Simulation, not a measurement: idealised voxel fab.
Title: Process Module voxel self aligned contacts
Square cells of 5 nm make up the cross-section cut, whose width is 195 nm.
A cross-section is written here as square cells arranged in a grid, and it is given in bands from the top down, each band taking up one or more rows of cells.
Band: top height; bottom height; in nm. Then, left to right: material with width in nm, for each material. "everywhere": a single material spanning edge to edge. "empty": empty space.
Height datum 0, below which the as-received substrate wafer is one material. Lowest band open at the bottom, running downward: "from 0 down".
Note: "30..40" means the width goes from the first number (top row of the band) to the second number (bottom row) in equal steps per row of cells.
"no change occurred" means the step left every cell of the cross-section as it was.
"Unvented internal voids" specifies each empty space that is not open to the top and that occupies no fewer than 8 cells, using the form width x height at distance, the distance measured from the left edge and all three quantities in nm.
On a step's line, text after the settings is the simulator commenting on that step.
"overlay nm" answers the question of how far to the right of plan the mask lay on a step that has a mask, and when it is negative the answer is to the left.

**So here's the lineup of process steps we planned**
- 1: RECEIVE [material Si]
- 2: CONFORMAL_DEP [material SiO2] [thk nm 5]
- 3: DIRECTIONAL_DEP [material polySi] [thk nm 30]
- 4: DIRECTIONAL_DEP [material SiN] [thk nm 15]
- 5: PATTERN [tone cover] [mask id GATE] [material resist] [width nm 30] [pitch nm 65] [thk nm 15] [overlay nm 0]
- 6: DIRECTIONAL_ETCH [etch materials SiN] [depth nm 15]
- 7: DIRECTIONAL_ETCH [etch materials polySi] [depth nm 30]
- 8: STRIP [etch materials resist]
- 9: CONFORMAL_DEP [material SiN] [thk nm 5]
- 10: DIRECTIONAL_ETCH [etch materials SiN] [depth nm 5]
- 11: FILL_DEP [material SiO2] [thk nm 15]
- 12: CMP [height nm 60]
- 13: MASKED_ETCH [tone open] [mask id CONTACT] [width nm 35] [pitch nm 65] [etch materials SiO2] [depth nm 60] [overlay nm 0]
- 14: CONFORMAL_DEP [material TiN] [thk nm 5]
- 15: FILL_DEP [material Ru] [thk nm 5]
- 16: CMP [height nm 60]
- 17: CONFORMAL_DEP [material SiCN] [thk nm 5]
Every wafer here starts from the same state; it is the step 13 width nm that distinguishes them, and the value the plan gives belongs to the first wafer.

**Cross-section of the first of several received wafers, showing its state after step 1**
  from 0 down = Si everywhere
  Unvented internal voids: none

**Heads up, this table goes wafer by wafer. A row tells you, at the end of the module, how many cells of each material that wafer has put on (+) or dropped (-) since it was received, and then its closed voids**
width nm 35; +70 Ru; +39 SiCN; +108 SiN; +124 SiO2; +58 TiN; +108 polySi; Unvented internal voids: none
width nm 40; +72 Ru; +39 SiCN; +108 SiN; +120 SiO2; +60 TiN; +108 polySi; Unvented internal voids: none
width nm 45; +74 Ru; +39 SiCN; +108 SiN; +116 SiO2; +62 TiN; +108 polySi; Unvented internal voids: none
width nm 50; +76 Ru; +39 SiCN; +108 SiN; +112 SiO2; +64 TiN; +108 polySi; Unvented internal voids: none
